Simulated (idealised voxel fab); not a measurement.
process module | voxel air gaps
cross-section cut | 245 nm wide | cells 5 nm
A cross-section is a grid of square cells, given in bands from the top down. A band is one or more rows of cells.
Each band's line starts with the height of the band's top and of its bottom, in nm. Then come its materials from left to right, each with its width in nm. One material with "throughout" fills the band from edge to edge. "air" is empty space.
Height 0 is the level under which the wafer as received is all one material. The lowest band goes on downwards, as in "0 down".
A width such as "30 to 40" changes by the same amount from each row of cells to the next, from the band's top row to its bottom row.
"no change" after a step means that no cell of the cross-section changed.
closed voids: empty space of 8 cells or more with no open way to the top, each as width x height at its distance from the left edge, in nm
after a step's settings: what the simulator itself notes on the step
overlay nm, on a step with a mask: how far to the right of its planned place the mask lay; to the left if negative
plan
1 op RECEIVE | material Si
2 op CONFORMAL_DEP | material SiO2 | thk nm 10
3 op CONFORMAL_DEP | material SiCN | thk nm 5
4 op DIRECTIONAL_DEP | material SiO2 | thk nm 40
5 op MASKED_ETCH | tone open | mask id LINES | width nm 25 | pitch nm 50 | etch materials SiO2 | depth nm 40 | overlay nm 0
6 op CONFORMAL_DEP | material TiN | thk nm 5
7 op FILL_DEP | material W | thk nm 5
8 op CMP | height nm 55
9 op EPI | material Ru | thk nm 10
10 op SELECTIVE_ETCH | etch materials SiO2 | depth nm 50
11 op CONFORMAL_DEP | material SiCN | thk nm 5
as received, after step 1
  0 down: Si throughout
  closed voids: none
first wafer at the end, as planned
  70 to 65: air 45 | SiCN 155 | air 45
  65 to 55: air 45 | SiCN 5 | Ru 45 | SiCN 5 | Ru 45 | SiCN 5 | Ru 45 | SiCN 5 | air 45
  55 to 50: air 45 | SiCN 15 | TiN 5 | W 15 | TiN 5 | SiCN 25 | TiN 5 | W 15 | TiN 5 | SiCN 25 | TiN 5 | W 15 | TiN 5 | SiCN 15 | air 45
  50 to 20: air 55 | SiCN 5 | TiN 5 | W 15 | TiN 5 | SiCN 5 | air 15 | SiCN 5 | TiN 5 | W 15 | TiN 5 | SiCN 5 | air 15 | SiCN 5 | TiN 5 | W 15 | TiN 5 | SiCN 5 | air 55
  20 to 15: SiCN 60 | TiN 25 | SiCN 25 | TiN 25 | SiCN 25 | TiN 25 | SiCN 60
  15 to 10: SiCN throughout
  10 to 0: SiO2 throughout
  0 down: Si throughout
  closed voids: 15 x 30 at 90; 15 x 30 at 140
second wafer at the end: like start, like plan, one mistake
  70 to 55: air 45 | Ru 155 | air 45
  55 to 50: air 45 | Ru 15 | TiN 5 | W 15 | TiN 5 | Ru 25 | TiN 5 | W 15 | TiN 5 | Ru 25 | TiN 5 | W 15 | TiN 5 | Ru 15 | air 45
  50 to 20: air 55 | Ru 5 | TiN 5 | W 15 | TiN 5 | Ru 5 | air 15 | Ru 5 | TiN 5 | W 15 | TiN 5 | Ru 5 | air 15 | Ru 5 | TiN 5 | W 15 | TiN 5 | Ru 5 | air 55
  20 to 15: Ru 60 | TiN 25 | Ru 25 | TiN 25 | Ru 25 | TiN 25 | Ru 60
  15 to 10: SiCN throughout
  10 to 0: SiO2 throughout
  0 down: Si throughout
  closed voids: 15 x 30 at 90; 15 x 30 at 140
what went wrong: step 11 ran as: op CONFORMAL_DEP | material Ru | thk nm 5
at the end the second wafer has, in cells: 125 more of Ru | 125 fewer of SiCN
